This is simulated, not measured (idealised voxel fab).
This is a process module. Its name is voxel wiring stack.
Section shown: cut. Width: 275 nm. Cell size: 5 nm, square.
Cross-sections here: square-cell grids, written as top-down lists of bands, a band being one or more rows of cells.
Top height, bottom height, nm. Materials left to right, width each, nm. Single material + "throughout" = fills band edge to edge. "empty" = empty.
Heads up on the height convention: 0 is the point under which the incoming wafer is all one material, and the lowest band has no bottom, it just keeps going down, like "0 nm and below".
Read "30..40" as a graded width: first number on top, second number at the bottom, same change between each pair of neighbouring rows.
"same as before" after a step means that no cell of the cross-section changed.
Basically, "Completely enclosed voids" tells you about the enclosed voids: empty spaces with no open way to the top, 8 cells or bigger, each written width x height at distance, where distance is from the left edge, all in nm.
On a step's line, text after the settings is the simulator commenting on that step.
Steps that use a mask can have "overlay nm" on their line. It says how far the mask sat to the right of where it was meant to be. Negative means to the left.

STEPS IN THE PROCESS PLAN
- 1: RECEIVE,material Si
- 2: CONFORMAL_DEP,material SiO2,thk nm 10
- 3: DIRECTIONAL_DEP,material TiN,thk nm 5
- 4: DIRECTIONAL_DEP,material W,thk nm 15
- 5: DIRECTIONAL_DEP,material aC,thk nm 15
- 6: PATTERN,tone cover,mask id METAL_1,material resist,width nm 30,pitch nm 55,thk nm 30,overlay nm 0
- 7: DIRECTIONAL_ETCH,etch materials aC,depth nm 15
- 8: STRIP,etch materials resist
- 9: DIRECTIONAL_ETCH,etch materials W,depth nm 15
- 10: DIRECTIONAL_ETCH,etch materials TiN,depth nm 5
- 11: STRIP,etch materials aC
- 12: CONFORMAL_DEP,material SiCN,thk nm 5
- 13: FILL_DEP,material SiO2,thk nm 10
- 14: CMP,height nm 30
- 15: CONFORMAL_DEP,material SiCN,thk nm 5
- 16: DIRECTIONAL_DEP,material SiO2,thk nm 20
- 17: PATTERN,tone open,mask id PLUG_1,material resist,width nm 15,pitch nm 55,thk nm 20,overlay nm 0
- 18: DIRECTIONAL_ETCH,etch materials SiO2,depth nm 20
- 19: DIRECTIONAL_ETCH,etch materials SiCN,depth nm 5
- 20: STRIP,etch materials resist
- 21: EPI,material Ru,thk nm 10
- 22: EPI,material Ru,thk nm 10
- 23: EPI,material Ru,thk nm 5
- 24: DIRECTIONAL_DEP,material TiN,thk nm 5
- 25: DIRECTIONAL_DEP,material Ru,thk nm 25
- 26: DIRECTIONAL_DEP,material aC,thk nm 15
- 27: PATTERN,tone cover,mask id METAL_2,material resist,width nm 30,pitch nm 55,thk nm 35,overlay nm 0
- 28: DIRECTIONAL_ETCH,etch materials aC,depth nm 15
- 29: STRIP,etch materials resist
- 30: DIRECTIONAL_ETCH,etch materials Ru,depth nm 25
- 31: DIRECTIONAL_ETCH,etch materials TiN,depth nm 5
- 32: STRIP,etch materials aC
- 33: FILL_DEP,material lowk,thk nm 5
- 34: CMP,height nm 85
- 35: CONFORMAL_DEP,material SiCN,thk nm 5
- 36: DIRECTIONAL_DEP,material lowk,thk nm 20
- 37: PATTERN,tone open,mask id PLUG_2,material resist,width nm 15,pitch nm 110,thk nm 20,overlay nm 0
- 38: DIRECTIONAL_ETCH,etch materials lowk,depth nm 20
- 39: DIRECTIONAL_ETCH,etch materials SiCN,depth nm 5
- 40: STRIP,etch materials resist
- 41: CONFORMAL_DEP,material TiN,thk nm 5
- 42: FILL_DEP,material Ru,thk nm 10
- 43: CMP,height nm 110
- 44: DIRECTIONAL_DEP,material TiN,thk nm 5
- 45: DIRECTIONAL_DEP,material Ru,thk nm 15
- 46: PATTERN,tone cover,mask id METAL_3,material resist,width nm 30,pitch nm 55,thk nm 20,overlay nm 0
- 47: DIRECTIONAL_ETCH,etch materials Ru,depth nm 15
- 48: DIRECTIONAL_ETCH,etch materials TiN,depth nm 5
- 49: STRIP,etch materials resist
- 50: CONFORMAL_DEP,material SiN,thk nm 5
- 51: FILL_DEP,material lowk,thk nm 10
- 52: CMP,height nm 130
- 53: CONFORMAL_DEP,material SiCN,thk nm 5
- 54: DIRECTIONAL_DEP,material SiO2,thk nm 30
- 55: MASKED_ETCH,tone open,mask id METAL_4,width nm 30,pitch nm 55,etch materials SiO2,depth nm 20,overlay nm 0
- 56: MASKED_ETCH,tone open,mask id METAL_4_HOLES,width nm 15,pitch nm 55,etch materials SiO2,depth nm 10,overlay nm 0
- 57: MASKED_ETCH,tone open,mask id METAL_4_HOLES,width nm 15,pitch nm 55,etch materials SiCN,depth nm 5,overlay nm 0
- 58: CONFORMAL_DEP,material TiN,thk nm 5
- 59: FILL_DEP,material Cu,thk nm 5
- 60: CMP,height nm 165
- 61: CONFORMAL_DEP,material SiCN,thk nm 5

STEP 1 COMPLETE: CROSS-SECTION OF THE WAFER AS RECEIVED
    0 nm and below = Si throughout
    Completely enclosed voids: none

CROSS-SECTION AT MODULE END, ONE RUN ERROR; START AND PLAN UNCHANGED FROM ABOVE
    170 nm to 165 nm = SiCN throughout
    165 nm to 160 nm = 65 SiCN | 15 TiN | 40 SiCN | 15 TiN | 40 SiCN | 15 TiN | 85 SiCN
    160 nm to 130 nm = SiO2 throughout
    130 nm to 115 nm = 60 lowk | 5 SiN | 30 Ru | 5 SiN | 15 lowk | 5 SiN | 30 Ru | 5 SiN | 15 lowk | 5 SiN | 30 Ru | 5 SiN | 65 lowk
    115 nm to 110 nm = 65 SiN | 30 TiN | 25 SiN | 30 TiN | 25 SiN | 30 TiN | 70 SiN
    110 nm to 90 nm = 65 lowk | 5 TiN | 5 Ru | 5 TiN | 95 lowk | 5 TiN | 5 Ru | 5 TiN | 85 lowk
    90 nm to 85 nm = 65 SiCN | 15 TiN | 95 SiCN | 15 TiN | 85 SiCN
    85 nm to 60 nm = 65 lowk | 30 Ru | 25 lowk | 30 Ru | 25 lowk | 30 Ru | 70 lowk
    60 nm to 55 nm = 65 lowk | 30 TiN | 25 lowk | 30 TiN | 25 lowk | 30 TiN | 70 lowk
    55 nm to 35 nm = 65 SiO2 | 15 Ru | 40 SiO2 | 15 Ru | 40 SiO2 | 15 Ru | 85 SiO2
    35 nm to 30 nm = 65 SiCN | 15 Ru | 40 SiCN | 15 Ru | 40 SiCN | 15 Ru | 85 SiCN
    30 nm to 15 nm = 60 SiO2 | 5 SiCN | 30 W | 5 SiCN | 15 SiO2 | 5 SiCN | 30 W | 5 SiCN | 15 SiO2 | 5 SiCN | 30 W | 5 SiCN | 65 SiO2
    15 nm to 10 nm = 65 SiCN | 30 TiN | 25 SiCN | 30 TiN | 25 SiCN | 30 TiN | 70 SiCN
    10 nm to 0 nm = SiO2 throughout
    0 nm and below = Si throughout
    Completely enclosed voids: none
Want to know what went wrong? the executed order of steps 53 and 54 is the reverse of that specified in the plan, each step having taken the other's position
